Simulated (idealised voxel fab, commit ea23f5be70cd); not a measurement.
Title: Process Module voxel self aligned vias
Shown is cross-section cut, with a width of 270 nm and square cells of size 5 nm.
The cross-sections in this document take the form of a grid made of square cells. They are written out as bands, in order from top to bottom. Each band consists of one or more rows of cells. The band entry comprises the height of the band's top followed by the height of its bottom, expressed in nm, and subsequently the band's materials from left to right, each stated together with its width in nm. Where a single material is marked with the word "edge to edge", that material fills the band from edge to edge. The word "empty" represents empty space. We count height from 0. Below that, the starting wafer is all one material. The lowest band never ends at the bottom but goes on down; see "0 down" for how that is written. Think of "30->40" as a width that walks from the first number to the second as you go down the band, top row to bottom row, taking equal-sized steps from row to row. Step note "no change" = no cross-section cell changed. So "Closed void register" is basically the list of trapped voids: any empty space of 8 cells or more that can't reach the top through an opening. They're written width x height at distance, the distance being from the left edge, and it's all nm. That trailing text on a step's line, after the settings, is the simulator's own remark on the step. The "overlay nm" setting may appear on a step's line; for a step that uses a mask, it gives how far to the right of its planned position the mask lay, and a negative value indicates the left.

### Steps planned for the process
1: RECEIVE, material Si
2: CONFORMAL_DEP, material SiO2, thk nm 15
3: CONFORMAL_DEP, material SiCN, thk nm 5
4: DIRECTIONAL_DEP, material SiO2, thk nm 20
5: DIRECTIONAL_DEP, material aC, thk nm 10
6: PATTERN, tone open, mask id LINES, material resist, width nm 30, pitch nm 70, thk nm 25, overlay nm 0
7: DIRECTIONAL_ETCH, etch materials aC, depth nm 10
8: STRIP, etch materials resist
9: DIRECTIONAL_ETCH, etch materials SiO2, depth nm 20
10: STRIP, etch materials aC
11: CONFORMAL_DEP, material TiN, thk nm 5
12: FILL_DEP, material Ru, thk nm 5
13: CMP, height nm 40
14: SELECTIVE_ETCH, etch materials W Ru TiN, depth nm 10
15: FILL_DEP, material SiN, thk nm 10
16: CMP, height nm 40
17: DIRECTIONAL_DEP, material SiO2, thk nm 20
18: PATTERN, tone open, mask id VIAS, material resist, width nm 50, thk nm 15, overlay nm 0
19: DIRECTIONAL_ETCH, etch materials SiO2, depth nm 20
20: DIRECTIONAL_ETCH, etch materials SiN, depth nm 10
21: STRIP, etch materials resist
22: CONFORMAL_DEP, material TiN, thk nm 5
23: FILL_DEP, material W, thk nm 10
24: CMP, height nm 60
25: CONFORMAL_DEP, material SiCN, thk nm 5

### Incoming wafer, cross-sectional view, post step 1
> 0 down = Si edge to edge
> Closed void register: none

### Cross-sectional view of the first of the two wafers upon completion of the module, processed in accordance with the plan
> 65 to 60 = SiCN edge to edge
> 60 to 45 = SiO2 75 nm | TiN 5 nm | W 40 nm | TiN 5 nm | SiO2 145 nm
> 45 to 40 = SiO2 75 nm | TiN 15 nm | W 20 nm | TiN 15 nm | SiO2 145 nm
> 40 to 35 = SiO2 85 nm | TiN 5 nm | W 20 nm | TiN 5 nm | SiO2 40 nm | SiN 30 nm | SiO2 85 nm
> 35 to 30 = SiO2 85 nm | TiN 30 nm | SiO2 40 nm | SiN 30 nm | SiO2 85 nm
> 30 to 25 = SiO2 85 nm | TiN 5 nm | Ru 20 nm | TiN 5 nm | SiO2 40 nm | TiN 5 nm | Ru 20 nm | TiN 5 nm | SiO2 85 nm
> 25 to 20 = SiO2 85 nm | TiN 30 nm | SiO2 40 nm | TiN 30 nm | SiO2 85 nm
> 20 to 15 = SiCN edge to edge
> 15 to 0 = SiO2 edge to edge
> 0 down = Si edge to edge
> Closed void register: none

### Second wafer through the module, sectioned at the end: same beginning and same plan as the first wafer, with one mistake in carrying it out
> 65 to 60 = SiCN edge to edge
> 60 to 55 = TiN 80 nm | W 40 nm | TiN 150 nm
> 55 to 40 = SiO2 75 nm | TiN 5 nm | W 40 nm | TiN 5 nm | SiO2 145 nm
> 40 to 35 = SiO2 75 nm | TiN 15 nm | W 20 nm | TiN 15 nm | SiO2 30 nm | SiN 30 nm | SiO2 85 nm
> 35 to 30 = SiO2 85 nm | TiN 30 nm | SiO2 40 nm | SiN 30 nm | SiO2 85 nm
> 30 to 25 = SiO2 85 nm | TiN 5 nm | Ru 20 nm | TiN 5 nm | SiO2 40 nm | TiN 5 nm | Ru 20 nm | TiN 5 nm | SiO2 85 nm
> 25 to 20 = SiO2 85 nm | TiN 30 nm | SiO2 40 nm | TiN 30 nm | SiO2 85 nm
> 20 to 15 = SiCN edge to edge
> 15 to 0 = SiO2 edge to edge
> 0 down = Si edge to edge
> Closed void register: none
So what did we get wrong on this run? step 17 went in with a setting other than planned; the actual run was DIRECTIONAL_DEP, material SiO2, thk nm 15
End of process, cell counts, second wafer against first, materials with more or fewer: SiO2 -48, TiN +44, W +4
